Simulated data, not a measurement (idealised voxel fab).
Presented below is a process module, voxel transistor to metal.
We display cut, a cross-section 185 nm in width whose square cells are each 5 nm.
Notation: cross-section as square-cell grid; stated in bands, top first, going down; one or more cell rows per band. It is stipulated that each band's entry specify, in nanometres, the height of the top of the band and then that of its bottom, followed by the materials of the band in left-to-right sequence, each together with its width in nanometres. A single material marked by the word "everywhere" is understood to fill the band from edge to edge; the word "empty" is understood to denote empty space. Note: height 0 marks the level under which the wafer is uniformly one material as received. Lowest band unbounded below, written "from 0 down". So if you see something like "30..40" for the width, read it as the top row of the band sitting at the first number and the bottom row at the second, with every row in between moving by the same amount as the last. "no modifications" (step): cross-section cells unchanged, all of them. What "Enclosed empty spaces" gives you is every empty space of 8 cells or more that is cut off from the top. Each appears as width x height at distance, with the distance taken from the left edge and width, height and distance all in nm. What comes after the settings on a step's line is commentary from the simulator itself on that step. What "overlay nm" on a step's line means: if the step has a mask, that mask lay this far to the right of its planned place, or, when the value is negative, to the left.
### Process steps foreseen in the plan
1: RECEIVE with material Si
2: OXIDIZE with depth nm 5
3: CONFORMAL_DEP with material SiN, thk nm 10
4: DIRECTIONAL_DEP with material aC, thk nm 10
5: PATTERN with tone cover, mask id ACTIVE, material resist, width nm 120, thk nm 25, overlay nm 0
6: DIRECTIONAL_ETCH with etch materials aC, depth nm 10
7: STRIP with etch materials resist
8: DIRECTIONAL_ETCH with etch materials SiN, depth nm 10
9: DIRECTIONAL_ETCH with etch materials SiO2, depth nm 5
10: DIRECTIONAL_ETCH with etch materials Si, depth nm 20
11: STRIP with etch materials aC
12: OXIDIZE with depth nm 5
13: FILL_DEP with material SiO2, thk nm 5
14: CMP with height nm 10
15: SELECTIVE_ETCH with etch materials SiO2, depth nm 5
16: STRIP with etch materials SiN
17: SELECTIVE_ETCH with etch materials SiO2, depth nm 5
18: OXIDIZE with depth nm 5
19: DIRECTIONAL_DEP with material polySi, thk nm 25
20: DIRECTIONAL_DEP with material SiCN, thk nm 10
21: PATTERN with tone cover, mask id GATE, material resist, width nm 30, thk nm 15, overlay nm 0
22: DIRECTIONAL_ETCH with etch materials SiCN, depth nm 20
23: DIRECTIONAL_ETCH with etch materials polySi, depth nm 35
24: STRIP with etch materials resist
25: CONFORMAL_DEP with material SiO2, thk nm 5
26: DIRECTIONAL_ETCH with etch materials SiO2, depth nm 5
27: CONFORMAL_DEP with material SiN, thk nm 5
28: DIRECTIONAL_ETCH with etch materials SiN, depth nm 5
29: DIRECTIONAL_ETCH with etch materials SiO2, depth nm 5
30: DIRECTIONAL_ETCH with etch materials Si, depth nm 5
31: EPI with material SiGe, thk nm 5
32: FILL_DEP with material SiO2, thk nm 5
33: CMP with height nm 20
34: STRIP with etch materials polySi
35: SELECTIVE_ETCH with etch materials SiO2, depth nm 5
36: CONFORMAL_DEP with material HfO2, thk nm 5
37: CONFORMAL_DEP with material TiN, thk nm 5
38: FILL_DEP with material W, thk nm 5
39: CMP with height nm 15
40: DIRECTIONAL_DEP with material SiO2, thk nm 15
41: PATTERN with tone open, mask id CONTACT, material resist, width nm 15, pitch nm 85, thk nm 15, overlay nm 0
42: DIRECTIONAL_ETCH with etch materials SiO2, depth nm 40
43: STRIP with etch materials resist
44: CONFORMAL_DEP with material TiN, thk nm 5
45: FILL_DEP with material Ru, thk nm 10
46: CMP with height nm 30
47: CONFORMAL_DEP with material SiN, thk nm 5
48: DIRECTIONAL_DEP with material SiO2, thk nm 25
49: PATTERN with tone open, mask id METAL_1, material resist, width nm 15, pitch nm 85, thk nm 20, overlay nm 0
50: DIRECTIONAL_ETCH with etch materials SiO2, depth nm 25
51: DIRECTIONAL_ETCH with etch materials SiN, depth nm 5
52: STRIP with etch materials resist
53: CONFORMAL_DEP with material TiN, thk nm 5
54: FILL_DEP with material Cu, thk nm 10
55: CMP with height nm 60
56: CONFORMAL_DEP with material SiCN, thk nm 5
### as received, after step 1
  from 0 down  Si everywhere
  Enclosed empty spaces: none
### End-of-module cross-section of the first of two wafers, processed as planned
  from 65 to 60  SiCN everywhere
  from 60 to 35  SiO2=40 / TiN=5 / Cu=5 / TiN=5 / SiO2=70 / TiN=5 / Cu=5 / TiN=5 / SiO2=45
  from 35 to 30  SiN=40 / TiN=15 / SiN=70 / TiN=15 / SiN=45
  from 30 to 15  SiO2=40 / TiN=5 / Ru=5 / TiN=5 / SiO2=70 / TiN=5 / Ru=5 / TiN=5 / SiO2=45
  from 15 to 0  SiO2=40 / TiN=5 / Ru=5 / TiN=5 / SiO2=10 / SiN=5 / HfO2=5 / TiN=5 / W=20 / TiN=5 / HfO2=5 / SiN=5 / SiO2=10 / TiN=5 / Ru=5 / TiN=5 / SiO2=45
  from 0 to -5  SiO2=30 / SiN=5 / SiO2=5 / TiN=5 / Ru=5 / TiN=5 / SiO2=10 / SiN=5 / HfO2=5 / TiN=30 / HfO2=5 / SiN=5 / SiO2=10 / TiN=5 / Ru=5 / TiN=5 / SiO2=5 / SiN=5 / SiO2=35
  from -5 to -10  SiO2=40 / TiN=15 / SiO2=5 / SiGe=5 / SiO2=5 / HfO2=40 / SiO2=5 / SiGe=5 / SiO2=5 / TiN=15 / SiO2=45
  from -10 to -15  SiO2=35 / SiGe=30 / Si=50 / SiGe=30 / SiO2=40
  from -15 to -30  SiO2=35 / Si=110 / SiO2=40
  from -30 down  Si everywhere
  Enclosed empty spaces: none
### Same start, same plan as the first wafer - but one mistake in the run. Cross-section of the second of the two at the end of the module
  from 65 to 60  SiCN everywhere
  from 60 to 55  SiN=40 / TiN=15 / SiN=70 / TiN=15 / SiN=45
  from 55 to 30  SiO2 everywhere
  from 30 to 15  SiO2=40 / TiN=5 / Ru=5 / TiN=5 / SiO2=70 / TiN=5 / Ru=5 / TiN=5 / SiO2=45
  from 15 to 0  SiO2=40 / TiN=5 / Ru=5 / TiN=5 / SiO2=10 / SiN=5 / HfO2=5 / TiN=5 / W=20 / TiN=5 / HfO2=5 / SiN=5 / SiO2=10 / TiN=5 / Ru=5 / TiN=5 / SiO2=45
  from 0 to -5  SiO2=30 / SiN=5 / SiO2=5 / TiN=5 / Ru=5 / TiN=5 / SiO2=10 / SiN=5 / HfO2=5 / TiN=30 / HfO2=5 / SiN=5 / SiO2=10 / TiN=5 / Ru=5 / TiN=5 / SiO2=5 / SiN=5 / SiO2=35
  from -5 to -10  SiO2=40 / TiN=15 / SiO2=5 / SiGe=5 / SiO2=5 / HfO2=40 / SiO2=5 / SiGe=5 / SiO2=5 / TiN=15 / SiO2=45
  from -10 to -15  SiO2=35 / SiGe=30 / Si=50 / SiGe=30 / SiO2=40
  from -15 to -30  SiO2=35 / Si=110 / SiO2=40
  from -30 down  Si everywhere
  Enclosed empty spaces: none
Finding, execution versus plan: steps 47 and 48 were swapped
The second wafer ends with more or fewer cells of some materials than the first, per final count: Cu -10; SiO2 +30; TiN -20
